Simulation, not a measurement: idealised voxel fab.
Module name: voxel transistor to metal (process module)
For reference, the cross-section in this document is cut, with width 185 nm and square cells of 5 nm.
A cross-section is a grid of square cells, given in bands from the top down. A band is one or more rows of cells. It is stipulated that each band's entry specify, in nanometres, the height of the top of the band and then that of its bottom, followed by the materials of the band in left-to-right sequence, each together with its width in nanometres. A single material marked by the word "edge to edge" is understood to fill the band from edge to edge; the word "blank" is understood to denote empty space. Convention: height 0 is the level below which the wafer, as received, is all one material. The lowest band does not terminate at the bottom but continues downward, represented as "from 0 down". Think of "30->40" as a width that walks from the first number to the second as you go down the band, top row to bottom row, taking equal-sized steps from row to row. Basically "remains unaltered" means that step didn't change any cell in the cross-section. Enclosed voids (no open way to top), threshold 8 cells or more, entry "Trapped cavities", notation width x height at distance, distance from left edge, nm. On each step's line, the part that comes after the settings is the simulator's own comment on the step. overlay nm: for a step with a mask, the amount by which the mask lay right of where it was planned; a negative amount means left of it.
Process steps (planned):
- 1: RECEIVE,material Si
- 2: CONFORMAL_DEP,material SiO2,thk nm 5
- 3: CONFORMAL_DEP,material SiN,thk nm 10
- 4: MASKED_ETCH,tone cover,mask id ACTIVE,width nm 100,etch materials SiN,depth nm 10,overlay nm 0
- 5: MASKED_ETCH,tone cover,mask id ACTIVE,width nm 100,etch materials SiO2,depth nm 5,overlay nm 0
- 6: MASKED_ETCH,tone cover,mask id ACTIVE,width nm 100,etch materials Si,depth nm 30,overlay nm 0
- 7: FILL_DEP,material SiO2,thk nm 15
- 8: CMP,height nm 15
- 9: SELECTIVE_ETCH,etch materials SiO2,depth nm 5
- 10: STRIP,etch materials SiN
- 11: SELECTIVE_ETCH,etch materials SiO2,depth nm 5
- 12: OXIDIZE,depth nm 5
- 13: DIRECTIONAL_DEP,material polySi,thk nm 30
- 14: DIRECTIONAL_DEP,material SiCN,thk nm 15
- 15: MASKED_ETCH,tone cover,mask id GATE,width nm 20,etch materials SiCN,depth nm 25,overlay nm 0
- 16: MASKED_ETCH,tone cover,mask id GATE,width nm 20,etch materials polySi,depth nm 40,overlay nm 0
- 17: CONFORMAL_DEP,material SiN,thk nm 10
- 18: DIRECTIONAL_ETCH,etch materials SiN,depth nm 10
- 19: DIRECTIONAL_ETCH,etch materials SiO2,depth nm 5
- 20: DIRECTIONAL_ETCH,etch materials Si,depth nm 5
- 21: EPI,material SiGe,thk nm 5
- 22: FILL_DEP,material SiO2,thk nm 10
- 23: CMP,height nm 45
- 24: DIRECTIONAL_DEP,material SiO2,thk nm 10
- 25: MASKED_ETCH,tone open,mask id CONTACT,width nm 20,pitch nm 70,etch materials SiO2,depth nm 60,overlay nm 0
- 26: CONFORMAL_DEP,material TiN,thk nm 5
- 27: FILL_DEP,material Ru,thk nm 10
- 28: CMP,height nm 55
- 29: CONFORMAL_DEP,material SiN,thk nm 5
- 30: DIRECTIONAL_DEP,material SiO2,thk nm 15
- 31: PATTERN,tone open,mask id METAL_1,material resist,width nm 20,pitch nm 70,thk nm 15,overlay nm 0
- 32: DIRECTIONAL_ETCH,etch materials SiO2,depth nm 15
- 33: DIRECTIONAL_ETCH,etch materials SiN,depth nm 5
- 34: STRIP,etch materials resist
- 35: CONFORMAL_DEP,material TiN,thk nm 5
- 36: FILL_DEP,material Cu,thk nm 10
- 37: CMP,height nm 75
- 38: CONFORMAL_DEP,material SiCN,thk nm 5
- 39: DIRECTIONAL_DEP,material lowk,thk nm 30
- 40: MASKED_ETCH,tone open,mask id METAL_2_HOLES,width nm 15,pitch nm 70,etch materials lowk,depth nm 30,overlay nm 0
- 41: MASKED_ETCH,tone open,mask id METAL_2,width nm 20,pitch nm 70,etch materials lowk,depth nm 15,overlay nm 0
- 42: MASKED_ETCH,tone open,mask id METAL_2,width nm 20,pitch nm 70,etch materials SiCN,depth nm 5,overlay nm 0
- 43: CONFORMAL_DEP,material TiN,thk nm 5
- 44: FILL_DEP,material Cu,thk nm 5
- 45: CMP,height nm 110
- 46: CONFORMAL_DEP,material SiN,thk nm 5
The following pertains to the first of two wafers, which was processed as planned:
Cross-sectional view of the wafer in its as-received condition, corresponding to the state after step 1:
> from 0 down: Si edge to edge
> Trapped cavities: none
The following cross-section depicts the wafer upon completion of step 2:
> from 5 to 0: SiO2 edge to edge
> All layers under 0 are left as they were.
The following cross-section depicts the wafer upon completion of step 3:
> from 15 to 5: SiN edge to edge
> All layers under 5 are left as they were.
The following cross-section depicts the wafer upon completion of step 4:
> from 15 to 5: 40 of blank  100 of SiN  45 of blank
> All layers under 5 are left as they were.
The following cross-section depicts the wafer upon completion of step 5:
> from 15 to 5: 40 of blank  100 of SiN  45 of blank
> from 5 to 0: 40 of blank  100 of SiO2  45 of blank
> All layers under 0 are left as they were.
The following cross-section depicts the wafer upon completion of step 6:
> from 15 to 5: 40 of blank  100 of SiN  45 of blank
> from 5 to 0: 40 of blank  100 of SiO2  45 of blank
> from 0 to -30: 40 of blank  100 of Si  45 of blank
> All layers under -30 are left as they were.
The following cross-section depicts the wafer upon completion of step 7:
> from 30 to 15: SiO2 edge to edge
> from 15 to 5: 40 of SiO2  100 of SiN  45 of SiO2
> from 5 to 0: SiO2 edge to edge
> from 0 to -30: 40 of SiO2  100 of Si  45 of SiO2
> All layers under -30 are left as they were.
The following cross-section depicts the wafer upon completion of step 8:
> from 15 to 5: 40 of SiO2  100 of SiN  45 of SiO2
> All layers under 5 are left as they were.
The following cross-section depicts the wafer upon completion of step 9:
> from 15 to 10: 40 of blank  100 of SiN  45 of blank
> All layers under 10 are left as they were.
The following cross-section depicts the wafer upon completion of step 10:
> from 10 to 5: 40 of SiO2  100 of blank  45 of SiO2
> All layers under 5 are left as they were.
The following cross-section depicts the wafer upon completion of step 11:
> from 5 to 0: 35 of SiO2  110 of blank  40 of SiO2
> All layers under 0 are left as they were.
The following cross-section depicts the wafer upon completion of step 12:
> from 5 to 0: 35 of SiO2  110 of blank  40 of SiO2
> from 0 to -5: SiO2 edge to edge
> All layers under -5 are left as they were.
The following cross-section depicts the wafer upon completion of step 13:
> from 35 to 30: 35 of polySi  110 of blank  40 of polySi
> from 30 to 5: polySi edge to edge
> from 5 to 0: 35 of SiO2  110 of polySi  40 of SiO2
> All layers under 0 are left as they were.
The following cross-section depicts the wafer upon completion of step 14:
> from 50 to 45: 35 of SiCN  110 of blank  40 of SiCN
> from 45 to 35: SiCN edge to edge
> from 35 to 30: 35 of polySi  110 of SiCN  40 of polySi
> All layers under 30 are left as they were.
The following cross-section depicts the wafer upon completion of step 15:
> from 45 to 35: 80 of blank  20 of SiCN  85 of blank
> from 35 to 30: 35 of polySi  45 of blank  20 of SiCN  45 of blank  40 of polySi
> All layers under 30 are left as they were.
The following cross-section depicts the wafer upon completion of step 16:
> from 45 to 30: 80 of blank  20 of SiCN  85 of blank
> from 30 to 5: 80 of blank  20 of polySi  85 of blank
> from 5 to 0: 35 of SiO2  45 of blank  20 of polySi  45 of blank  40 of SiO2
> All layers under 0 are left as they were.
The following cross-section depicts the wafer upon completion of step 17:
> from 55 to 45: 70 of blank  40 of SiN  75 of blank
> from 45 to 30: 70 of blank  10 of SiN  20 of SiCN  10 of SiN  75 of blank
> from 30 to 15: 70 of blank  10 of SiN  20 of polySi  10 of SiN  75 of blank
> from 15 to 10: 45 of SiN  25 of blank  10 of SiN  20 of polySi  10 of SiN  25 of blank  50 of SiN
> from 10 to 5: 80 of SiN  20 of polySi  85 of SiN
> from 5 to 0: 35 of SiO2  45 of SiN  20 of polySi  45 of SiN  40 of SiO2
> All layers under 0 are left as they were.
The following cross-section depicts the wafer upon completion of step 18:
> from 45 to 30: 70 of blank  10 of SiN  20 of SiCN  10 of SiN  75 of blank
> from 30 to 5: 70 of blank  10 of SiN  20 of polySi  10 of SiN  75 of blank
> from 5 to 0: 35 of SiO2  10 of SiN  25 of blank  10 of SiN  20 of polySi  10 of SiN  25 of blank  10 of SiN  40 of SiO2
> All layers under 0 are left as they were.
The following cross-section depicts the wafer upon completion of step 19:
> from 45 to 30: 70 of blank  10 of SiN  20 of SiCN  10 of SiN  75 of blank
> from 30 to 5: 70 of blank  10 of SiN  20 of polySi  10 of SiN  75 of blank
> from 5 to 0: 35 of blank  10 of SiN  25 of blank  10 of SiN  20 of polySi  10 of SiN  25 of blank  10 of SiN  40 of blank
> from 0 to -5: 45 of SiO2  25 of blank  40 of SiO2  25 of blank  50 of SiO2
> All layers under -5 are left as they were.
The following cross-section depicts the wafer upon completion of step 20:
> from 45 to 30: 70 of blank  10 of SiN  20 of SiCN  10 of SiN  75 of blank
> from 30 to 5: 70 of blank  10 of SiN  20 of polySi  10 of SiN  75 of blank
> from 5 to 0: 35 of blank  10 of SiN  25 of blank  10 of SiN  20 of polySi  10 of SiN  25 of blank  10 of SiN  40 of blank
> from 0 to -5: 45 of SiO2  25 of blank  40 of SiO2  25 of blank  50 of SiO2
> from -5 to -10: 40 of SiO2  5 of Si  25 of blank  40 of Si  25 of blank  5 of Si  45 of SiO2
> All layers under -10 are left as they were.
The following cross-section depicts the wafer upon completion of step 21:
> from 45 to 30: 70 of blank  10 of SiN  20 of SiCN  10 of SiN  75 of blank
> from 30 to 5: 70 of blank  10 of SiN  20 of polySi  10 of SiN  75 of blank
> from 5 to 0: 35 of blank  10 of SiN  25 of blank  10 of SiN  20 of polySi  10 of SiN  25 of blank  10 of SiN  40 of blank
> from 0 to -5: 45 of SiO2  5 of SiGe  15 of blank  5 of SiGe  40 of SiO2  5 of SiGe  15 of blank  5 of SiGe  50 of SiO2
> from -5 to -10: 40 of SiO2  5 of Si  25 of SiGe  40 of Si  25 of SiGe  5 of Si  45 of SiO2
> All layers under -10 are left as they were.
The following cross-section depicts the wafer upon completion of step 22:
> from 55 to 45: SiO2 edge to edge
> from 45 to 30: 70 of SiO2  10 of SiN  20 of SiCN  10 of SiN  75 of SiO2
> from 30 to 5: 70 of SiO2  10 of SiN  20 of polySi  10 of SiN  75 of SiO2
> from 5 to 0: 35 of SiO2  10 of SiN  25 of SiO2  10 of SiN  20 of polySi  10 of SiN  25 of SiO2  10 of SiN  40 of SiO2
> from 0 to -5: 45 of SiO2  5 of SiGe  15 of SiO2  5 of SiGe  40 of SiO2  5 of SiGe  15 of SiO2  5 of SiGe  50 of SiO2
> All layers under -5 are left as they were.
The following cross-section depicts the wafer upon completion of step 23:
> from 45 to 30: 70 of SiO2  10 of SiN  20 of SiCN  10 of SiN  75 of SiO2
> All layers under 30 are left as they were.
The following cross-section depicts the wafer upon completion of step 24:
> from 55 to 45: SiO2 edge to edge
> All layers under 45 are left as they were.
The following cross-section depicts the wafer upon completion of step 25:
> from 55 to 45: 45 of SiO2  20 of blank  50 of SiO2  20 of blank  50 of SiO2
> from 45 to 30: 45 of SiO2  20 of blank  5 of SiO2  10 of SiN  20 of SiCN  10 of SiN  5 of SiO2  20 of blank  50 of SiO2
> from 30 to 5: 45 of SiO2  20 of blank  5 of SiO2  10 of SiN  20 of polySi  10 of SiN  5 of SiO2  20 of blank  50 of SiO2
> from 5 to 0: 35 of SiO2  10 of SiN  20 of blank  5 of SiO2  10 of SiN  20 of polySi  10 of SiN  5 of SiO2  20 of blank  10 of SiN  40 of SiO2
> from 0 to -5: 45 of SiO2  5 of SiGe  15 of blank  5 of SiGe  40 of SiO2  5 of SiGe  15 of blank  5 of SiGe  50 of SiO2
> All layers under -5 are left as they were.
The following cross-section depicts the wafer upon completion of step 26:
> from 60 to 55: 50 of TiN  10 of blank  60 of TiN  10 of blank  55 of TiN
> from 55 to 45: 45 of SiO2  5 of TiN  10 of blank  5 of TiN  50 of SiO2  5 of TiN  10 of blank  5 of TiN  50 of SiO2
> from 45 to 30: 45 of SiO2  5 of TiN  10 of blank  5 of TiN  5 of SiO2  10 of SiN  20 of SiCN  10 of SiN  5 of SiO2  5 of TiN  10 of blank  5 of TiN  50 of SiO2
> from 30 to 5: 45 of SiO2  5 of TiN  10 of blank  5 of TiN  5 of SiO2  10 of SiN  20 of polySi  10 of SiN  5 of SiO2  5 of TiN  10 of blank  5 of TiN  50 of SiO2
> from 5 to 0: 35 of SiO2  10 of SiN  10 of TiN  5 of blank  5 of TiN  5 of SiO2  10 of SiN  20 of polySi  10 of SiN  5 of SiO2  5 of TiN  5 of blank  10 of TiN  10 of SiN  40 of SiO2
> from 0 to -5: 45 of SiO2  5 of SiGe  15 of TiN  5 of SiGe  40 of SiO2  5 of SiGe  15 of TiN  5 of SiGe  50 of SiO2
> All layers under -5 are left as they were.
The following cross-section depicts the wafer upon completion of step 27:
> from 70 to 60: Ru edge to edge
> from 60 to 55: 50 of TiN  10 of Ru  60 of TiN  10 of Ru  55 of TiN
> from 55 to 45: 45 of SiO2  5 of TiN  10 of Ru  5 of TiN  50 of SiO2  5 of TiN  10 of Ru  5 of TiN  50 of SiO2
> from 45 to 30: 45 of SiO2  5 of TiN  10 of Ru  5 of TiN  5 of SiO2  10 of SiN  20 of SiCN  10 of SiN  5 of SiO2  5 of TiN  10 of Ru  5 of TiN  50 of SiO2
> from 30 to 5: 45 of SiO2  5 of TiN  10 of Ru  5 of TiN  5 of SiO2  10 of SiN  20 of polySi  10 of SiN  5 of SiO2  5 of TiN  10 of Ru  5 of TiN  50 of SiO2
> from 5 to 0: 35 of SiO2  10 of SiN  10 of TiN  5 of Ru  5 of TiN  5 of SiO2  10 of SiN  20 of polySi  10 of SiN  5 of SiO2  5 of TiN  5 of Ru  10 of TiN  10 of SiN  40 of SiO2
> All layers under 0 are left as they were.
The following cross-section depicts the wafer upon completion of step 28:
> from 55 to 45: 45 of SiO2  5 of TiN  10 of Ru  5 of TiN  50 of SiO2  5 of TiN  10 of Ru  5 of TiN  50 of SiO2
> All layers under 45 are left as they were.
The following cross-section depicts the wafer upon completion of step 29:
> from 60 to 55: SiN edge to edge
> All layers under 55 are left as they were.
The following cross-section depicts the wafer upon completion of step 30:
> from 75 to 60: SiO2 edge to edge
> All layers under 60 are left as they were.
The following cross-section depicts the wafer upon completion of step 31:
> from 90 to 75: 45 of resist  20 of blank  50 of resist  20 of blank  50 of resist
> All layers under 75 are left as they were.
The following cross-section depicts the wafer upon completion of step 32:
> from 90 to 75: 45 of resist  20 of blank  50 of resist  20 of blank  50 of resist
> from 75 to 60: 45 of SiO2  20 of blank  50 of SiO2  20 of blank  50 of SiO2
> All layers under 60 are left as they were.
The following cross-section depicts the wafer upon completion of step 33:
> from 90 to 75: 45 of resist  20 of blank  50 of resist  20 of blank  50 of resist
> from 75 to 60: 45 of SiO2  20 of blank  50 of SiO2  20 of blank  50 of SiO2
> from 60 to 55: 45 of SiN  20 of blank  50 of SiN  20 of blank  50 of SiN
> All layers under 55 are left as they were.
The following cross-section depicts the wafer upon completion of step 34:
> from 75 to 60: 45 of SiO2  20 of blank  50 of SiO2  20 of blank  50 of SiO2
> All layers under 60 are left as they were.
The following cross-section depicts the wafer upon completion of step 35:
> from 80 to 75: 50 of TiN  10 of blank  60 of TiN  10 of blank  55 of TiN
> from 75 to 60: 45 of SiO2  5 of TiN  10 of blank  5 of TiN  50 of SiO2  5 of TiN  10 of blank  5 of TiN  50 of SiO2
> from 60 to 55: 45 of SiN  20 of TiN  50 of SiN  20 of TiN  50 of SiN
> All layers under 55 are left as they were.
The following cross-section depicts the wafer upon completion of step 36:
> from 90 to 80: Cu edge to edge
> from 80 to 75: 50 of TiN  10 of Cu  60 of TiN  10 of Cu  55 of TiN
> from 75 to 60: 45 of SiO2  5 of TiN  10 of Cu  5 of TiN  50 of SiO2  5 of TiN  10 of Cu  5 of TiN  50 of SiO2
> All layers under 60 are left as they were.
The following cross-section depicts the wafer upon completion of step 37:
> from 75 to 60: 45 of SiO2  5 of TiN  10 of Cu  5 of TiN  50 of SiO2  5 of TiN  10 of Cu  5 of TiN  50 of SiO2
> All layers under 60 are left as they were.
The following cross-section depicts the wafer upon completion of step 38:
> from 80 to 75: SiCN edge to edge
> All layers under 75 are left as they were.
The following cross-section depicts the wafer upon completion of step 39:
> from 110 to 80: lowk edge to edge
> All layers under 80 are left as they were.
The following cross-section depicts the wafer upon completion of step 40:
> from 110 to 80: 45 of lowk  15 of blank  55 of lowk  15 of blank  55 of lowk
> All layers under 80 are left as they were.
The following cross-section depicts the wafer upon completion of step 41:
> from 110 to 95: 45 of lowk  20 of blank  50 of lowk  20 of blank  50 of lowk
> All layers under 95 are left as they were.
The following cross-section depicts the wafer upon completion of step 42:
> from 110 to 95: 45 of lowk  20 of blank  50 of lowk  20 of blank  50 of lowk
> from 95 to 80: 45 of lowk  15 of blank  55 of lowk  15 of blank  55 of lowk
> from 80 to 75: 45 of SiCN  15 of blank  55 of SiCN  15 of blank  55 of SiCN
> All layers under 75 are left as they were.
The following cross-section depicts the wafer upon completion of step 43:
> from 115 to 110: 50 of TiN  10 of blank  60 of TiN  10 of blank  55 of TiN
> from 110 to 100: 45 of lowk  5 of TiN  10 of blank  5 of TiN  50 of lowk  5 of TiN  10 of blank  5 of TiN  50 of lowk
> from 100 to 95: 45 of lowk  5 of TiN  5 of blank  10 of TiN  50 of lowk  5 of TiN  5 of blank  10 of TiN  50 of lowk
> from 95 to 80: 45 of lowk  5 of TiN  5 of blank  5 of TiN  55 of lowk  5 of TiN  5 of blank  5 of TiN  55 of lowk
> from 80 to 75: 45 of SiCN  15 of TiN  55 of SiCN  15 of TiN  55 of SiCN
> All layers under 75 are left as they were.
The following cross-section depicts the wafer upon completion of step 44:
> from 120 to 115: Cu edge to edge
> from 115 to 110: 50 of TiN  10 of Cu  60 of TiN  10 of Cu  55 of TiN
> from 110 to 100: 45 of lowk  5 of TiN  10 of Cu  5 of TiN  50 of lowk  5 of TiN  10 of Cu  5 of TiN  50 of lowk
> from 100 to 95: 45 of lowk  5 of TiN  5 of Cu  10 of TiN  50 of lowk  5 of TiN  5 of Cu  10 of TiN  50 of lowk
> from 95 to 80: 45 of lowk  5 of TiN  5 of Cu  5 of TiN  55 of lowk  5 of TiN  5 of Cu  5 of TiN  55 of lowk
> All layers under 80 are left as they were.
The following cross-section depicts the wafer upon completion of step 45:
> from 110 to 100: 45 of lowk  5 of TiN  10 of Cu  5 of TiN  50 of lowk  5 of TiN  10 of Cu  5 of TiN  50 of lowk
> All layers under 100 are left as they were.
The following cross-section depicts the wafer upon completion of step 46:
> from 115 to 110: SiN edge to edge
> All layers under 110 are left as they were.
Second of two: same start, same plan, one run error; steps up to and including 24 match the first:
Look at the second wafer in cross-section at the time step 25 ought to have finished:
> from 55 to 45: 40 of SiO2  20 of blank  50 of SiO2  20 of blank  55 of SiO2
> from 45 to 30: 40 of SiO2  20 of blank  10 of SiO2  10 of SiN  20 of SiCN  10 of SiN  20 of blank  55 of SiO2
> from 30 to 5: 40 of SiO2  20 of blank  10 of SiO2  10 of SiN  20 of polySi  10 of SiN  20 of blank  55 of SiO2
> from 5 to 0: 35 of SiO2  10 of SiN  15 of blank  10 of SiO2  10 of SiN  20 of polySi  10 of SiN  20 of blank  5 of SiO2  10 of SiN  40 of SiO2
> from 0 to -5: 45 of SiO2  5 of SiGe  10 of blank  5 of SiO2  5 of SiGe  40 of SiO2  5 of SiGe  15 of blank  5 of SiGe  50 of SiO2
> All layers under -5 are left as they were.
Look at the second wafer in cross-section at the time step 26 ought to have finished:
> from 60 to 55: 45 of TiN  10 of blank  60 of TiN  10 of blank  60 of TiN
> from 55 to 45: 40 of SiO2  5 of TiN  10 of blank  5 of TiN  50 of SiO2  5 of TiN  10 of blank  5 of TiN  55 of SiO2
> from 45 to 30: 40 of SiO2  5 of TiN  10 of blank  5 of TiN  10 of SiO2  10 of SiN  20 of SiCN  10 of SiN  5 of TiN  10 of blank  5 of TiN  55 of SiO2
> from 30 to 10: 40 of SiO2  5 of TiN  10 of blank  5 of TiN  10 of SiO2  10 of SiN  20 of polySi  10 of SiN  5 of TiN  10 of blank  5 of TiN  55 of SiO2
> from 10 to 5: 40 of SiO2  10 of TiN  5 of blank  5 of TiN  10 of SiO2  10 of SiN  20 of polySi  10 of SiN  5 of TiN  10 of blank  5 of TiN  55 of SiO2
> from 5 to 0: 35 of SiO2  10 of SiN  15 of TiN  10 of SiO2  10 of SiN  20 of polySi  10 of SiN  10 of TiN  5 of blank  5 of TiN  5 of SiO2  10 of SiN  40 of SiO2
> from 0 to -5: 45 of SiO2  5 of SiGe  10 of TiN  5 of SiO2  5 of SiGe  40 of SiO2  5 of SiGe  15 of TiN  5 of SiGe  50 of SiO2
> All layers under -5 are left as they were.
Look at the second wafer in cross-section at the time step 27 ought to have finished:
> from 70 to 60: Ru edge to edge
> from 60 to 55: 45 of TiN  10 of Ru  60 of TiN  10 of Ru  60 of TiN
> from 55 to 45: 40 of SiO2  5 of TiN  10 of Ru  5 of TiN  50 of SiO2  5 of TiN  10 of Ru  5 of TiN  55 of SiO2
> from 45 to 30: 40 of SiO2  5 of TiN  10 of Ru  5 of TiN  10 of SiO2  10 of SiN  20 of SiCN  10 of SiN  5 of TiN  10 of Ru  5 of TiN  55 of SiO2
> from 30 to 10: 40 of SiO2  5 of TiN  10 of Ru  5 of TiN  10 of SiO2  10 of SiN  20 of polySi  10 of SiN  5 of TiN  10 of Ru  5 of TiN  55 of SiO2
> from 10 to 5: 40 of SiO2  10 of TiN  5 of Ru  5 of TiN  10 of SiO2  10 of SiN  20 of polySi  10 of SiN  5 of TiN  10 of Ru  5 of TiN  55 of SiO2
> from 5 to 0: 35 of SiO2  10 of SiN  15 of TiN  10 of SiO2  10 of SiN  20 of polySi  10 of SiN  10 of TiN  5 of Ru  5 of TiN  5 of SiO2  10 of SiN  40 of SiO2
> All layers under 0 are left as they were.
Look at the second wafer in cross-section at the time step 28 ought to have finished:
> from 55 to 45: 40 of SiO2  5 of TiN  10 of Ru  5 of TiN  50 of SiO2  5 of TiN  10 of Ru  5 of TiN  55 of SiO2
> All layers under 45 are left as they were.
Look at the second wafer in cross-section at the time step 29 ought to have finished:
> from 60 to 55: SiN edge to edge
> All layers under 55 are left as they were.
Look at the second wafer in cross-section at the time step 30 ought to have finished:
> from 75 to 60: SiO2 edge to edge
> All layers under 60 are left as they were.
Look at the second wafer in cross-section at the time step 31 ought to have finished:
> from 90 to 75: 45 of resist  20 of blank  50 of resist  20 of blank  50 of resist
> All layers under 75 are left as they were.
Look at the second wafer in cross-section at the time step 32 ought to have finished:
> from 90 to 75: 45 of resist  20 of blank  50 of resist  20 of blank  50 of resist
> from 75 to 60: 45 of SiO2  20 of blank  50 of SiO2  20 of blank  50 of SiO2
> All layers under 60 are left as they were.
Look at the second wafer in cross-section at the time step 33 ought to have finished:
> from 90 to 75: 45 of resist  20 of blank  50 of resist  20 of blank  50 of resist
> from 75 to 60: 45 of SiO2  20 of blank  50 of SiO2  20 of blank  50 of SiO2
> from 60 to 55: 45 of SiN  20 of blank  50 of SiN  20 of blank  50 of SiN
> All layers under 55 are left as they were.
Look at the second wafer in cross-section at the time step 34 ought to have finished:
> from 75 to 60: 45 of SiO2  20 of blank  50 of SiO2  20 of blank  50 of SiO2
> All layers under 60 are left as they were.
Look at the second wafer in cross-section at the time step 35 ought to have finished:
> from 80 to 75: 50 of TiN  10 of blank  60 of TiN  10 of blank  55 of TiN
> from 75 to 60: 45 of SiO2  5 of TiN  10 of blank  5 of TiN  50 of SiO2  5 of TiN  10 of blank  5 of TiN  50 of SiO2
> from 60 to 55: 45 of SiN  20 of TiN  50 of SiN  20 of TiN  50 of SiN
> All layers under 55 are left as they were.
Look at the second wafer in cross-section at the time step 36 ought to have finished:
> from 90 to 80: Cu edge to edge
> from 80 to 75: 50 of TiN  10 of Cu  60 of TiN  10 of Cu  55 of TiN
> from 75 to 60: 45 of SiO2  5 of TiN  10 of Cu  5 of TiN  50 of SiO2  5 of TiN  10 of Cu  5 of TiN  50 of SiO2
> All layers under 60 are left as they were.
Look at the second wafer in cross-section at the time step 37 ought to have finished:
> from 75 to 60: 45 of SiO2  5 of TiN  10 of Cu  5 of TiN  50 of SiO2  5 of TiN  10 of Cu  5 of TiN  50 of SiO2
> All layers under 60 are left as they were.
Look at the second wafer in cross-section at the time step 38 ought to have finished:
> from 80 to 75: SiCN edge to edge
> All layers under 75 are left as they were.
Look at the second wafer in cross-section at the time step 39 ought to have finished:
> from 110 to 80: lowk edge to edge
> All layers under 80 are left as they were.
Look at the second wafer in cross-section at the time step 40 ought to have finished:
> from 110 to 80: 45 of lowk  15 of blank  55 of lowk  15 of blank  55 of lowk
> All layers under 80 are left as they were.
Look at the second wafer in cross-section at the time step 41 ought to have finished:
> from 110 to 95: 45 of lowk  20 of blank  50 of lowk  20 of blank  50 of lowk
> All layers under 95 are left as they were.
Look at the second wafer in cross-section at the time step 42 ought to have finished:
> from 110 to 95: 45 of lowk  20 of blank  50 of lowk  20 of blank  50 of lowk
> from 95 to 80: 45 of lowk  15 of blank  55 of lowk  15 of blank  55 of lowk
> from 80 to 75: 45 of SiCN  15 of blank  55 of SiCN  15 of blank  55 of SiCN
> All layers under 75 are left as they were.
Look at the second wafer in cross-section at the time step 43 ought to have finished:
> from 115 to 110: 50 of TiN  10 of blank  60 of TiN  10 of blank  55 of TiN
> from 110 to 100: 45 of lowk  5 of TiN  10 of blank  5 of TiN  50 of lowk  5 of TiN  10 of blank  5 of TiN  50 of lowk
> from 100 to 95: 45 of lowk  5 of TiN  5 of blank  10 of TiN  50 of lowk  5 of TiN  5 of blank  10 of TiN  50 of lowk
> from 95 to 80: 45 of lowk  5 of TiN  5 of blank  5 of TiN  55 of lowk  5 of TiN  5 of blank  5 of TiN  55 of lowk
> from 80 to 75: 45 of SiCN  15 of TiN  55 of SiCN  15 of TiN  55 of SiCN
> All layers under 75 are left as they were.
Look at the second wafer in cross-section at the time step 44 ought to have finished:
> from 120 to 115: Cu edge to edge
> from 115 to 110: 50 of TiN  10 of Cu  60 of TiN  10 of Cu  55 of TiN
> from 110 to 100: 45 of lowk  5 of TiN  10 of Cu  5 of TiN  50 of lowk  5 of TiN  10 of Cu  5 of TiN  50 of lowk
> from 100 to 95: 45 of lowk  5 of TiN  5 of Cu  10 of TiN  50 of lowk  5 of TiN  5 of Cu  10 of TiN  50 of lowk
> from 95 to 80: 45 of lowk  5 of TiN  5 of Cu  5 of TiN  55 of lowk  5 of TiN  5 of Cu  5 of TiN  55 of lowk
> All layers under 80 are left as they were.
Look at the second wafer in cross-section at the time step 45 ought to have finished:
> from 110 to 100: 45 of lowk  5 of TiN  10 of Cu  5 of TiN  50 of lowk  5 of TiN  10 of Cu  5 of TiN  50 of lowk
> All layers under 100 are left as they were.
Look at the second wafer in cross-section at the time step 46 ought to have finished:
> from 115 to 110: SiN edge to edge
> All layers under 110 are left as they were.
What was done differently from what was planned? step 25 off recipe, ran as MASKED_ETCH,tone open,mask id CONTACT,width nm 20,pitch nm 70,etch materials SiO2,depth nm 60,overlay nm -5
Heads up, by the end the second wafer has more or fewer cells of some materials compared to the first: Ru -2, SiO2 +2
